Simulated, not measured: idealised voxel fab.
Process module in this document: voxel self aligned contacts
This is section cut - it's 225 nm across, gridded in 5 nm square cells.
If you're reading a cross-section in this doc, picture square cells in a grid; it comes to you as bands, top ones listed first down to the bottom, and a band can be one or more rows of cells.
Band: top height; bottom height; in nm. Then, left to right: material with width in nm, for each material. "all across": a single material spanning edge to edge. "air": empty space.
Height datum 0, below which the as-received substrate wafer is one material. Lowest band open at the bottom, running downward: "z 0 and below".
Per-row width for "30->40": begins at first number (top row of band), ends at second number (bottom row), increment between rows held constant.
Step note "same as before" = no cross-section cell changed.
Under "Sealed internal cavities" you'll find the enclosed gaps, the ones with no way out to the top, that are 8 cells or bigger; each reads width x height at distance, with distance counted from the left edge, everything in nm.
Whatever follows a step's settings on its line is a remark the simulator itself makes about that step.
"overlay nm" answers the question of how far to the right of plan the mask lay on a step that has a mask, and when it is negative the answer is to the left.
**Intended process steps**
- 1: op RECEIVE | material Si
- 2: op CONFORMAL_DEP | material SiO2 | thk nm 5
- 3: op DIRECTIONAL_DEP | material polySi | thk nm 20
- 4: op DIRECTIONAL_DEP | material SiN | thk nm 20
- 5: op DIRECTIONAL_DEP | material aC | thk nm 15
- 6: op PATTERN | tone cover | mask id GATE | material resist | width nm 35 | pitch nm 75 | thk nm 35 | overlay nm 0
- 7: op DIRECTIONAL_ETCH | etch materials aC | depth nm 15
- 8: op STRIP | etch materials resist
- 9: op DIRECTIONAL_ETCH | etch materials SiN | depth nm 20
- 10: op DIRECTIONAL_ETCH | etch materials polySi | depth nm 20
- 11: op STRIP | etch materials aC
- 12: op CONFORMAL_DEP | material SiN | thk nm 10
- 13: op DIRECTIONAL_ETCH | etch materials SiN | depth nm 10
- 14: op FILL_DEP | material SiO2 | thk nm 15
- 15: op CMP | height nm 55
- 16: op PATTERN | tone open | mask id CONTACT | material resist | width nm 50 | thk nm 20 | overlay nm 0
- 17: op DIRECTIONAL_ETCH | etch materials SiO2 | depth nm 55
- 18: op STRIP | etch materials resist
- 19: op CONFORMAL_DEP | material TiN | thk nm 5
- 20: op FILL_DEP | material W | thk nm 10
- 21: op CMP | height nm 55
- 22: op CONFORMAL_DEP | material SiCN | thk nm 5
**Shown in cross-section is the wafer as received, that is, as it stands after step 1**
- z 0 and below: Si all across
- Sealed internal cavities: none
**Figure: cross-sectional view of the wafer upon completion of the module, processed from the initial state and according to the plan depicted above, with one error introduced during execution**
- z 60 to 55: SiCN all across
- z 55 to 50: SiO2 (85), TiN (5), W (40), TiN (5), SiO2 (90)
- z 50 to 45: SiO2 (85), TiN (50), SiO2 (90)
- z 45 to 25: SiN (65), SiO2 (15), SiN (60), SiO2 (15), SiN (70)
- z 25 to 5: polySi (55), SiN (10), SiO2 (15), SiN (10), polySi (40), SiN (10), SiO2 (15), SiN (10), polySi (60)
- z 5 to 0: SiO2 all across
- z 0 and below: Si all across
- Sealed internal cavities: none
Run error: rather than as planned, step 6 actually ran as op PATTERN | tone open | mask id GATE | material resist | width nm 35 | pitch nm 75 | thk nm 35 | overlay nm 0
